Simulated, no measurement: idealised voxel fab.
The name of this process module is voxel spacer lines.
Each square cell in cross-section cut measures 5 nm, and the section as a whole is 140 nm wide.
Cross-sections here: square-cell grids, written as top-down lists of bands, a band being one or more rows of cells. Band: top and bottom heights (nm) first, top before bottom; then materials from left to right, widths in nm. "full width" marks a sole material filling the band edge to edge. "empty" denotes empty space. We count height from 0. Below that, the starting wafer is all one material. The lowest band never ends at the bottom but goes on down; see "0 nm and below" for how that is written. With a width like "30->40", each row of cells in the band differs from the next by the same amount, the top row carrying the first number and the bottom row the second. Take "stayed the same" at face value: in the step it is given for, the cross-section changed in none of its cells. Voids not open to the top, 8 cells minimum: see "Enclosed void entries". Written width x height at distance; distance is from the left edge; nm. Post-settings text on a step line: simulator's own remark regarding the step. overlay nm: for a step with a mask, the amount by which the mask lay right of where it was planned; a negative amount means left of it.

**Planned process steps**
1 RECEIVE,material Si
2 CONFORMAL_DEP,material SiO2,thk nm 5
3 DIRECTIONAL_DEP,material TiN,thk nm 20
4 DIRECTIONAL_DEP,material aC,thk nm 20
5 PATTERN,tone cover,mask id MANDREL,material resist,width nm 20,pitch nm 60,thk nm 30,overlay nm 0
6 DIRECTIONAL_ETCH,etch materials aC,depth nm 20
7 STRIP,etch materials resist
8 CONFORMAL_DEP,material SiN,thk nm 10
9 DIRECTIONAL_ETCH,etch materials SiN,depth nm 10
10 STRIP,etch materials aC
11 DIRECTIONAL_ETCH,etch materials TiN,depth nm 20
12 STRIP,etch materials SiN
13 FILL_DEP,material SiO2,thk nm 5
14 CMP,height nm 25

**First wafer out of two, processed as planned**

**Here's what the wafer looked like in cross-section when it arrived - that's after step 1**
	0 nm and below  Si full width
	Enclosed void entries: none

**Cross-section: wafer state after step 2**
	5 nm to 0 nm  SiO2 full width
	At heights below 0, the structure remains unaltered.

**Cross-section: wafer state after step 3**
	25 nm to 5 nm  TiN full width
	At heights below 5, the structure remains unaltered.

**Cross-section: wafer state after step 4**
	45 nm to 25 nm  aC full width
	At heights below 25, the structure remains unaltered.

**Cross-section: wafer state after step 5**
	75 nm to 45 nm  empty=30; resist=20; empty=40; resist=20; empty=30
	At heights below 45, the structure remains unaltered.

**Cross-section: wafer state after step 6**
	55 nm to 45 nm  empty=30; resist=20; empty=40; resist=20; empty=30
	45 nm to 25 nm  empty=30; aC=20; empty=40; aC=20; empty=30
	At heights below 25, the structure remains unaltered.

**Cross-section: wafer state after step 7**
	45 nm to 25 nm  empty=30; aC=20; empty=40; aC=20; empty=30
	At heights below 25, the structure remains unaltered.

**Cross-section: wafer state after step 8**
	55 nm to 45 nm  empty=20; SiN=40; empty=20; SiN=40; empty=20
	45 nm to 35 nm  empty=20; SiN=10; aC=20; SiN=10; empty=20; SiN=10; aC=20; SiN=10; empty=20
	35 nm to 25 nm  SiN=30; aC=20; SiN=40; aC=20; SiN=30
	At heights below 25, the structure remains unaltered.

**Cross-section: wafer state after step 9**
	45 nm to 25 nm  empty=20; SiN=10; aC=20; SiN=10; empty=20; SiN=10; aC=20; SiN=10; empty=20
	At heights below 25, the structure remains unaltered.

**Cross-section: wafer state after step 10**
	45 nm to 25 nm  empty=20; SiN=10; empty=20; SiN=10; empty=20; SiN=10; empty=20; SiN=10; empty=20
	At heights below 25, the structure remains unaltered.

**Cross-section: wafer state after step 11**
	45 nm to 25 nm  empty=20; SiN=10; empty=20; SiN=10; empty=20; SiN=10; empty=20; SiN=10; empty=20
	25 nm to 5 nm  empty=20; TiN=10; empty=20; TiN=10; empty=20; TiN=10; empty=20; TiN=10; empty=20
	At heights below 5, the structure remains unaltered.

**Cross-section: wafer state after step 12**
	25 nm to 5 nm  empty=20; TiN=10; empty=20; TiN=10; empty=20; TiN=10; empty=20; TiN=10; empty=20
	At heights below 5, the structure remains unaltered.

**Cross-section: wafer state after step 13**
	30 nm to 25 nm  SiO2 full width
	25 nm to 5 nm  SiO2=20; TiN=10; SiO2=20; TiN=10; SiO2=20; TiN=10; SiO2=20; TiN=10; SiO2=20
	At heights below 5, the structure remains unaltered.

**Cross-section: wafer state after step 14**
	25 nm to 5 nm  SiO2=20; TiN=10; SiO2=20; TiN=10; SiO2=20; TiN=10; SiO2=20; TiN=10; SiO2=20
	At heights below 5, the structure remains unaltered.

**The second wafer was prepared from the same starting point and under the same plan as the first; its processing contained one mistake, and it remains indistinguishable from the first wafer up to and including step 4**

**Cross-section of the second wafer when, according to plan, step 5 should have finished**
	75 nm to 45 nm  empty=35; resist=20; empty=40; resist=20; empty=25
	At heights below 45, the structure remains unaltered.

**Cross-section of the second wafer when, according to plan, step 6 should have finished**
	55 nm to 45 nm  empty=35; resist=20; empty=40; resist=20; empty=25
	45 nm to 25 nm  empty=35; aC=20; empty=40; aC=20; empty=25
	At heights below 25, the structure remains unaltered.

**Cross-section of the second wafer when, according to plan, step 7 should have finished**
	45 nm to 25 nm  empty=35; aC=20; empty=40; aC=20; empty=25
	At heights below 25, the structure remains unaltered.

**Cross-section of the second wafer when, according to plan, step 8 should have finished**
	55 nm to 45 nm  empty=25; SiN=40; empty=20; SiN=40; empty=15
	45 nm to 35 nm  empty=25; SiN=10; aC=20; SiN=10; empty=20; SiN=10; aC=20; SiN=10; empty=15
	35 nm to 25 nm  SiN=35; aC=20; SiN=40; aC=20; SiN=25
	At heights below 25, the structure remains unaltered.

**Cross-section of the second wafer when, according to plan, step 9 should have finished**
	45 nm to 25 nm  empty=25; SiN=10; aC=20; SiN=10; empty=20; SiN=10; aC=20; SiN=10; empty=15
	At heights below 25, the structure remains unaltered.

**Cross-section of the second wafer when, according to plan, step 10 should have finished**
	45 nm to 25 nm  empty=25; SiN=10; empty=20; SiN=10; empty=20; SiN=10; empty=20; SiN=10; empty=15
	At heights below 25, the structure remains unaltered.

**Cross-section of the second wafer when, according to plan, step 11 should have finished**
	45 nm to 25 nm  empty=25; SiN=10; empty=20; SiN=10; empty=20; SiN=10; empty=20; SiN=10; empty=15
	25 nm to 5 nm  empty=25; TiN=10; empty=20; TiN=10; empty=20; TiN=10; empty=20; TiN=10; empty=15
	At heights below 5, the structure remains unaltered.

**Cross-section of the second wafer when, according to plan, step 12 should have finished**
	25 nm to 5 nm  empty=25; TiN=10; empty=20; TiN=10; empty=20; TiN=10; empty=20; TiN=10; empty=15
	At heights below 5, the structure remains unaltered.

**Cross-section of the second wafer when, according to plan, step 13 should have finished**
	30 nm to 25 nm  SiO2 full width
	25 nm to 5 nm  SiO2=25; TiN=10; SiO2=20; TiN=10; SiO2=20; TiN=10; SiO2=20; TiN=10; SiO2=15
	At heights below 5, the structure remains unaltered.

**Cross-section of the second wafer when, according to plan, step 14 should have finished**
	25 nm to 5 nm  SiO2=25; TiN=10; SiO2=20; TiN=10; SiO2=20; TiN=10; SiO2=20; TiN=10; SiO2=15
	At heights below 5, the structure remains unaltered.
Run error: planned and actual differ for step 5; actual: PATTERN,tone cover,mask id MANDREL,material resist,width nm 20,pitch nm 60,thk nm 30,overlay nm 5
Heads up: at the end the two wafers have identical cell counts per material, they're just laid out differently.
